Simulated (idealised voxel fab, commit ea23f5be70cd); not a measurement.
process module | voxel transistor to metal
Shown is cross-section cut, with a width of 185 nm and square cells of size 5 nm.
A cross-section in this document is a grid of square cells, and it is written down as bands, the top band listed before the ones below it; a band is made up of one or more rows of cells.
Band: top height; bottom height; in nm. Then, left to right: material with width in nm, for each material. "edge to edge": a single material spanning edge to edge. "blank": empty space.
Note: height 0 marks the level under which the wafer is uniformly one material as received. Lowest band unbounded below, written "0..down".
Width spec "30 to 40" -> top row of cells at first value, bottom row at second value, equal per-row change in between.
No cell of the cross-section changed in a step that is given as "left unchanged".
The entry "Entrapped void list" lists the empty spaces that cover at least 8 cells and have no open path to the top. Each is written as width x height at distance, where the distance is measured from the left edge and all three values are in nm.
What comes after the settings on a step's line is commentary from the simulator itself on that step.
overlay nm, on a step with a mask: how far to the right of its planned place the mask lay; to the left if negative

Process steps - plan:
1) RECEIVE,material Si
2) OXIDIZE,depth nm 5
3) CONFORMAL_DEP,material SiN,thk nm 10
4) MASKED_ETCH,tone cover,mask id ACTIVE,width nm 105,etch materials SiN,depth nm 10,overlay nm 0
5) MASKED_ETCH,tone cover,mask id ACTIVE,width nm 105,etch materials SiO2,depth nm 5,overlay nm 0
6) MASKED_ETCH,tone cover,mask id ACTIVE,width nm 105,etch materials Si,depth nm 35,overlay nm 0
7) FILL_DEP,material SiO2,thk nm 10
8) CMP,height nm 10
9) SELECTIVE_ETCH,etch materials SiO2,depth nm 10
10) STRIP,etch materials SiN
11) SELECTIVE_ETCH,etch materials SiO2,depth nm 5
12) OXIDIZE,depth nm 5
13) DIRECTIONAL_DEP,material polySi,thk nm 25
14) DIRECTIONAL_DEP,material SiCN,thk nm 10
15) MASKED_ETCH,tone cover,mask id GATE,width nm 15,etch materials SiCN,depth nm 20,overlay nm 0
16) MASKED_ETCH,tone cover,mask id GATE,width nm 15,etch materials polySi,depth nm 35,overlay nm 0
17) CONFORMAL_DEP,material SiO2,thk nm 5
18) DIRECTIONAL_ETCH,etch materials SiO2,depth nm 5
19) CONFORMAL_DEP,material SiN,thk nm 10
20) DIRECTIONAL_ETCH,etch materials SiN,depth nm 10
21) DIRECTIONAL_ETCH,etch materials SiO2,depth nm 5
22) EPI,material SiGe,thk nm 5
23) FILL_DEP,material SiO2,thk nm 10
24) CMP,height nm 30
25) DIRECTIONAL_DEP,material SiO2,thk nm 10
26) DIRECTIONAL_DEP,material aC,thk nm 10
27) PATTERN,tone open,mask id CONTACT,material resist,width nm 35,pitch nm 60,thk nm 25,overlay nm 0
28) DIRECTIONAL_ETCH,etch materials aC,depth nm 10
29) STRIP,etch materials resist
30) DIRECTIONAL_ETCH,etch materials SiO2,depth nm 45
31) STRIP,etch materials aC
32) CONFORMAL_DEP,material TiN,thk nm 5
33) FILL_DEP,material Ru,thk nm 10
34) CMP,height nm 40
35) CONFORMAL_DEP,material SiN,thk nm 5
36) DIRECTIONAL_DEP,material SiO2,thk nm 15
37) MASKED_ETCH,tone open,mask id METAL_1,width nm 20,pitch nm 75,etch materials SiO2,depth nm 15,overlay nm 0
38) MASKED_ETCH,tone open,mask id METAL_1,width nm 20,pitch nm 75,etch materials SiN,depth nm 5,overlay nm 0
39) CONFORMAL_DEP,material TiN,thk nm 5
40) FILL_DEP,material Ru,thk nm 10
41) CMP,height nm 60
42) CONFORMAL_DEP,material SiCN,thk nm 5
43) DIRECTIONAL_DEP,material SiO2,thk nm 30
44) MASKED_ETCH,tone open,mask id METAL_2,width nm 20,pitch nm 75,etch materials SiO2,depth nm 15,overlay nm -15
45) PATTERN,tone open,mask id METAL_2_HOLES,material resist,width nm 15,pitch nm 75,thk nm 20,overlay nm 0
46) DIRECTIONAL_ETCH,etch materials SiO2,depth nm 15
47) DIRECTIONAL_ETCH,etch materials SiCN,depth nm 5
48) STRIP,etch materials resist
49) CONFORMAL_DEP,material TiN,thk nm 5
50) FILL_DEP,material Ru,thk nm 5
51) CMP,height nm 95
52) CONFORMAL_DEP,material SiN,thk nm 5
The value of overlay nm given for step 44 in the plan refers to the first wafer; the wafers vary in this setting and are alike at the start.

Cross-section of the first incoming wafer of several, state after step 1:
* 0..down: Si edge to edge
* Entrapped void list: none

first wafer at the end, after step 52:
* 100..95: SiN edge to edge
* 95..85: 30 nm SiO2, then 5 nm TiN, then 20 nm Ru, then 5 nm TiN, then 45 nm SiO2, then 5 nm TiN, then 20 nm Ru, then 5 nm TiN, then 50 nm SiO2
* 85..80: 30 nm SiO2, then 30 nm TiN, then 45 nm SiO2, then 30 nm TiN, then 50 nm SiO2
* 80..65: 45 nm SiO2, then 5 nm TiN, then 70 nm SiO2, then 5 nm TiN, then 60 nm SiO2
* 65..60: 45 nm SiCN, then 5 nm TiN, then 70 nm SiCN, then 5 nm TiN, then 60 nm SiCN
* 60..45: 45 nm SiO2, then 5 nm TiN, then 10 nm Ru, then 5 nm TiN, then 55 nm SiO2, then 5 nm TiN, then 10 nm Ru, then 5 nm TiN, then 45 nm SiO2
* 45..40: 45 nm SiN, then 20 nm TiN, then 55 nm SiN, then 20 nm TiN, then 45 nm SiN
* 40..30: 45 nm SiO2, then 5 nm TiN, then 25 to 15 nm Ru, then 5 to 15 nm TiN, then 25 nm SiO2, then 5 to 15 nm TiN, then 25 to 15 nm Ru, then 5 nm TiN, then 45 nm SiO2
* 30..20: 45 nm SiO2, then 5 nm TiN, then 15 nm Ru, then 5 nm TiN, then 10 nm SiN, then 5 nm SiO2, then 15 nm SiCN, then 5 nm SiO2, then 10 nm SiN, then 5 nm TiN, then 15 nm Ru, then 5 nm TiN, then 45 nm SiO2
* 20..0: 45 nm SiO2, then 5 nm TiN, then 15 nm Ru, then 5 nm TiN, then 10 nm SiN, then 5 nm SiO2, then 15 nm polySi, then 5 nm SiO2, then 10 nm SiN, then 5 nm TiN, then 15 nm Ru, then 5 nm TiN, then 45 nm SiO2
* 0..-5: 45 nm SiO2, then 25 nm TiN, then 10 nm SiN, then 5 nm SiO2, then 15 nm polySi, then 5 nm SiO2, then 10 nm SiN, then 25 nm TiN, then 45 nm SiO2
* -5..-10: 35 nm SiO2, then 35 nm SiGe, then 45 nm SiO2, then 35 nm SiGe, then 35 nm SiO2
* -10..-40: 40 nm SiO2, then 105 nm Si, then 40 nm SiO2
* -40..down: Si edge to edge
* Entrapped void list: none

The last wafer as seen in cross-section at the end of the module:
* 100..95: SiN edge to edge
* 95..85: 45 nm SiO2, then 5 nm TiN, then 25 nm Ru, then 5 nm TiN, then 40 nm SiO2, then 5 nm TiN, then 25 nm Ru, then 5 nm TiN, then 30 nm SiO2
* 85..80: 45 nm SiO2, then 35 nm TiN, then 40 nm SiO2, then 35 nm TiN, then 30 nm SiO2
* 80..65: SiO2 edge to edge
* 65..60: SiCN edge to edge
* 60..45: 45 nm SiO2, then 5 nm TiN, then 10 nm Ru, then 5 nm TiN, then 55 nm SiO2, then 5 nm TiN, then 10 nm Ru, then 5 nm TiN, then 45 nm SiO2
* 45..40: 45 nm SiN, then 20 nm TiN, then 55 nm SiN, then 20 nm TiN, then 45 nm SiN
* 40..30: 45 nm SiO2, then 5 nm TiN, then 25 to 15 nm Ru, then 5 to 15 nm TiN, then 25 nm SiO2, then 5 to 15 nm TiN, then 25 to 15 nm Ru, then 5 nm TiN, then 45 nm SiO2
* 30..20: 45 nm SiO2, then 5 nm TiN, then 15 nm Ru, then 5 nm TiN, then 10 nm SiN, then 5 nm SiO2, then 15 nm SiCN, then 5 nm SiO2, then 10 nm SiN, then 5 nm TiN, then 15 nm Ru, then 5 nm TiN, then 45 nm SiO2
* 20..0: 45 nm SiO2, then 5 nm TiN, then 15 nm Ru, then 5 nm TiN, then 10 nm SiN, then 5 nm SiO2, then 15 nm polySi, then 5 nm SiO2, then 10 nm SiN, then 5 nm TiN, then 15 nm Ru, then 5 nm TiN, then 45 nm SiO2
* 0..-5: 45 nm SiO2, then 25 nm TiN, then 10 nm SiN, then 5 nm SiO2, then 15 nm polySi, then 5 nm SiO2, then 10 nm SiN, then 25 nm TiN, then 45 nm SiO2
* -5..-10: 35 nm SiO2, then 35 nm SiGe, then 45 nm SiO2, then 35 nm SiGe, then 35 nm SiO2
* -10..-40: 40 nm SiO2, then 105 nm Si, then 40 nm SiO2
* -40..down: Si edge to edge
* Entrapped void list: none

Here is how to read the rows: every wafer has a row, and it shows the wafer at the end of the module, giving for each material how many cells were gained (+) or lost (-) since the wafer was received, then listing its closed voids:
overlay nm -15, +80 Ru, -170 Si, +41 SiCN, +14 SiGe, +94 SiN, +572 SiO2, +94 TiN, +15 polySi, Entrapped void list: none
overlay nm -10, +76 Ru, -170 Si, +39 SiCN, +14 SiGe, +94 SiN, +572 SiO2, +100 TiN, +15 polySi, Entrapped void list: none
overlay nm -5, +80 Ru, -170 Si, +37 SiCN, +14 SiGe, +94 SiN, +572 SiO2, +98 TiN, +15 polySi, Entrapped void list: none
overlay nm 0, +80 Ru, -170 Si, +37 SiCN, +14 SiGe, +94 SiN, +572 SiO2, +98 TiN, +15 polySi, Entrapped void list: none
overlay nm 5, +76 Ru, -170 Si, +39 SiCN, +14 SiGe, +94 SiN, +572 SiO2, +100 TiN, +15 polySi, Entrapped void list: none
overlay nm 10, +80 Ru, -170 Si, +41 SiCN, +14 SiGe, +94 SiN, +572 SiO2, +94 TiN, +15 polySi, Entrapped void list: none
overlay nm 15, +84 Ru, -170 Si, +43 SiCN, +14 SiGe, +94 SiN, +572 SiO2, +88 TiN, +15 polySi, Entrapped void list: none
